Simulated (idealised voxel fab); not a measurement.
This section sets out a process module, namely voxel transistor to metal.
Each square cell in cross-section cut measures 5 nm, and the section as a whole is 175 nm wide.
Square cells in a grid make up a cross-section in this document, and the grid is given as bands, listed from the top down, each one or more rows of cells. Band: top and bottom heights (nm) first, top before bottom; then materials from left to right, widths in nm. "all across" marks a sole material filling the band edge to edge. "empty" denotes empty space. Heights are reckoned from 0. Under this level, the received wafer is all of one material. The bottommost band is open-ended downward, for example "0 and below". Width spec "30 to 40" -> top row of cells at first value, bottom row at second value, equal per-row change in between. It should be understood that the words "nothing altered", when stated for a given step, signify that the cross-section underwent no change in any of its cells during that step. "Closed internal cavities" contains a list of empty spaces, each no smaller than 8 cells and without an open way to the top, written in the form width x height at distance with the distance from the left edge and all three in nm. Text after the settings on a step's line: the simulator's own remark on that step. overlay nm: mask right of planned place by this much (step with mask). Neg. = left.

**The process steps that were planned are listed below**
1,RECEIVE [material Si]
2,OXIDIZE [depth nm 5]
3,CONFORMAL_DEP [material SiN] [thk nm 10]
4,DIRECTIONAL_DEP [material aC] [thk nm 15]
5,PATTERN [tone cover] [mask id ACTIVE] [material resist] [width nm 115] [thk nm 35] [overlay nm 0]
6,DIRECTIONAL_ETCH [etch materials aC] [depth nm 15]
7,STRIP [etch materials resist]
8,DIRECTIONAL_ETCH [etch materials SiN] [depth nm 10]
9,DIRECTIONAL_ETCH [etch materials SiO2] [depth nm 5]
10,DIRECTIONAL_ETCH [etch materials Si] [depth nm 20]
11,STRIP [etch materials aC]
12,OXIDIZE [depth nm 5]
13,FILL_DEP [material SiO2] [thk nm 5]
14,CMP [height nm 10]
15,SELECTIVE_ETCH [etch materials SiO2] [depth nm 10]
16,STRIP [etch materials SiN]
17,SELECTIVE_ETCH [etch materials SiO2] [depth nm 5]
18,OXIDIZE [depth nm 5]
19,DIRECTIONAL_DEP [material polySi] [thk nm 30]
20,DIRECTIONAL_DEP [material SiCN] [thk nm 10]
21,PATTERN [tone cover] [mask id GATE] [material resist] [width nm 25] [thk nm 15] [overlay nm 0]
22,DIRECTIONAL_ETCH [etch materials SiCN] [depth nm 20]
23,DIRECTIONAL_ETCH [etch materials polySi] [depth nm 40]
24,STRIP [etch materials resist]
25,CONFORMAL_DEP [material SiO2] [thk nm 5]
26,DIRECTIONAL_ETCH [etch materials SiO2] [depth nm 5]
27,CONFORMAL_DEP [material SiN] [thk nm 10]
28,DIRECTIONAL_ETCH [etch materials SiN] [depth nm 10]
29,DIRECTIONAL_ETCH [etch materials SiO2] [depth nm 5]
30,DIRECTIONAL_ETCH [etch materials Si] [depth nm 5]
31,EPI [material pSi] [thk nm 5]
32,FILL_DEP [material SiO2] [thk nm 5]
33,CMP [height nm 25]
34,STRIP [etch materials polySi]
35,SELECTIVE_ETCH [etch materials SiO2] [depth nm 5]
36,CONFORMAL_DEP [material HfO2] [thk nm 5]
37,CONFORMAL_DEP [material TiN] [thk nm 5]
38,FILL_DEP [material W] [thk nm 5]
39,CMP [height nm 20]
40,DIRECTIONAL_DEP [material SiO2] [thk nm 10]
41,MASKED_ETCH [tone open] [mask id CONTACT] [width nm 20] [pitch nm 75] [etch materials SiO2] [depth nm 40] [overlay nm 0]
42,CONFORMAL_DEP [material TiN] [thk nm 5]
43,FILL_DEP [material W] [thk nm 5]
44,CMP [height nm 30]
45,CONFORMAL_DEP [material SiCN] [thk nm 5]
46,DIRECTIONAL_DEP [material lowk] [thk nm 25]
47,PATTERN [tone open] [mask id METAL_1] [material resist] [width nm 20] [pitch nm 75] [thk nm 20] [overlay nm 0]
48,DIRECTIONAL_ETCH [etch materials lowk] [depth nm 25]
49,DIRECTIONAL_ETCH [etch materials SiCN] [depth nm 5]
50,STRIP [etch materials resist]
51,CONFORMAL_DEP [material TiN] [thk nm 5]
52,FILL_DEP [material W] [thk nm 5]
53,CMP [height nm 60]
54,EPI [material Ru] [thk nm 5]
55,FILL_DEP [material SiCN] [thk nm 5]
56,DIRECTIONAL_DEP [material lowk] [thk nm 25]
57,PATTERN [tone open] [mask id METAL_2] [material resist] [width nm 20] [pitch nm 75] [thk nm 15] [overlay nm 0]
58,DIRECTIONAL_ETCH [etch materials lowk] [depth nm 15]
59,STRIP [etch materials resist]
60,PATTERN [tone open] [mask id METAL_2_HOLES] [material resist] [width nm 15] [pitch nm 75] [thk nm 15] [overlay nm 0]
61,DIRECTIONAL_ETCH [etch materials lowk] [depth nm 10]
62,DIRECTIONAL_ETCH [etch materials SiCN] [depth nm 5]
63,STRIP [etch materials resist]
64,CONFORMAL_DEP [material TiN] [thk nm 5]
65,FILL_DEP [material Cu] [thk nm 5]
66,CMP [height nm 95]
67,CONFORMAL_DEP [material SiN] [thk nm 5]

**So this is the incoming wafer in cross-section - it's already been through step 1**
	0 and below: Si all across
	Closed internal cavities: none

**First wafer of two, sectioned at end of module; run went per plan**
	100 down to 95: SiN all across
	95 down to 85: lowk: 40 / TiN: 5 / Cu: 10 / TiN: 5 / lowk: 55 / TiN: 5 / Cu: 10 / TiN: 5 / lowk: 40
	85 down to 80: lowk: 40 / TiN: 5 / Cu: 5 / TiN: 10 / lowk: 55 / TiN: 5 / Cu: 5 / TiN: 10 / lowk: 40
	80 down to 70: lowk: 40 / TiN: 5 / Cu: 5 / TiN: 5 / lowk: 60 / TiN: 5 / Cu: 5 / TiN: 5 / lowk: 45
	70 down to 65: SiCN: 40 / TiN: 15 / SiCN: 60 / TiN: 15 / SiCN: 45
	65 down to 60: SiCN: 35 / Ru: 30 / SiCN: 45 / Ru: 30 / SiCN: 35
	60 down to 35: lowk: 40 / TiN: 5 / W: 10 / TiN: 5 / lowk: 55 / TiN: 5 / W: 10 / TiN: 5 / lowk: 40
	35 down to 30: SiCN: 40 / TiN: 20 / SiCN: 55 / TiN: 20 / SiCN: 40
	30 down to 20: SiO2: 40 / TiN: 5 / W: 10 / TiN: 5 / SiO2: 55 / TiN: 5 / W: 10 / TiN: 5 / SiO2: 40
	20 down to 0: SiO2: 40 / TiN: 5 / W: 10 / TiN: 5 / SiN: 10 / HfO2: 5 / TiN: 5 / W: 15 / TiN: 5 / HfO2: 5 / SiN: 10 / TiN: 5 / W: 10 / TiN: 5 / SiO2: 40
	0 down to -5: SiO2: 40 / TiN: 5 / W: 5 / TiN: 10 / SiN: 10 / HfO2: 5 / TiN: 25 / HfO2: 5 / SiN: 10 / TiN: 10 / W: 5 / TiN: 5 / SiO2: 40
	-5 down to -10: SiO2: 40 / TiN: 15 / pSi: 5 / SiO2: 10 / HfO2: 35 / SiO2: 10 / pSi: 5 / TiN: 15 / SiO2: 40
	-10 down to -15: SiO2: 35 / pSi: 25 / Si: 55 / pSi: 25 / SiO2: 35
	-15 down to -30: SiO2: 35 / Si: 105 / SiO2: 35
	-30 and below: Si all across
	Closed internal cavities: none

**Wafer two (of two), end-of-module cross-section: start = wafer one, plan = wafer one, one run mistake**
	100 down to 95: SiN all across
	95 down to 90: Cu all across
	90 down to 85: TiN: 45 / Cu: 10 / TiN: 65 / Cu: 10 / TiN: 45
	85 down to 80: lowk: 40 / TiN: 20 / lowk: 55 / TiN: 20 / lowk: 40
	80 down to 70: lowk: 55 / TiN: 5 / lowk: 70 / TiN: 5 / lowk: 40
	70 down to 65: SiCN: 55 / TiN: 5 / SiCN: 70 / TiN: 5 / SiCN: 40
	65 down to 60: SiCN: 35 / Ru: 30 / SiCN: 45 / Ru: 30 / SiCN: 35
	60 down to 35: lowk: 40 / TiN: 5 / W: 10 / TiN: 5 / lowk: 55 / TiN: 5 / W: 10 / TiN: 5 / lowk: 40
	35 down to 30: SiCN: 40 / TiN: 20 / SiCN: 55 / TiN: 20 / SiCN: 40
	30 down to 20: SiO2: 40 / TiN: 5 / W: 10 / TiN: 5 / SiO2: 55 / TiN: 5 / W: 10 / TiN: 5 / SiO2: 40
	20 down to 0: SiO2: 40 / TiN: 5 / W: 10 / TiN: 5 / SiN: 10 / HfO2: 5 / TiN: 5 / W: 15 / TiN: 5 / HfO2: 5 / SiN: 10 / TiN: 5 / W: 10 / TiN: 5 / SiO2: 40
	0 down to -5: SiO2: 40 / TiN: 5 / W: 5 / TiN: 10 / SiN: 10 / HfO2: 5 / TiN: 25 / HfO2: 5 / SiN: 10 / TiN: 10 / W: 5 / TiN: 5 / SiO2: 40
	-5 down to -10: SiO2: 40 / TiN: 15 / pSi: 5 / SiO2: 10 / HfO2: 35 / SiO2: 10 / pSi: 5 / TiN: 15 / SiO2: 40
	-10 down to -15: SiO2: 35 / pSi: 25 / Si: 55 / pSi: 25 / SiO2: 35
	-15 down to -30: SiO2: 35 / Si: 105 / SiO2: 35
	-30 and below: Si all across
	Closed internal cavities: none
Where did the run depart from the plan? step 60 ran with different settings than intended, the actual operation and settings being PATTERN [tone cover] [mask id METAL_2_HOLES] [material resist] [width nm 15] [pitch nm 75] [thk nm 15] [overlay nm 0]
Materials where the second wafer ends with more or fewer cells than the first: +25 Cu, +4 SiCN, +17 TiN, -46 lowk
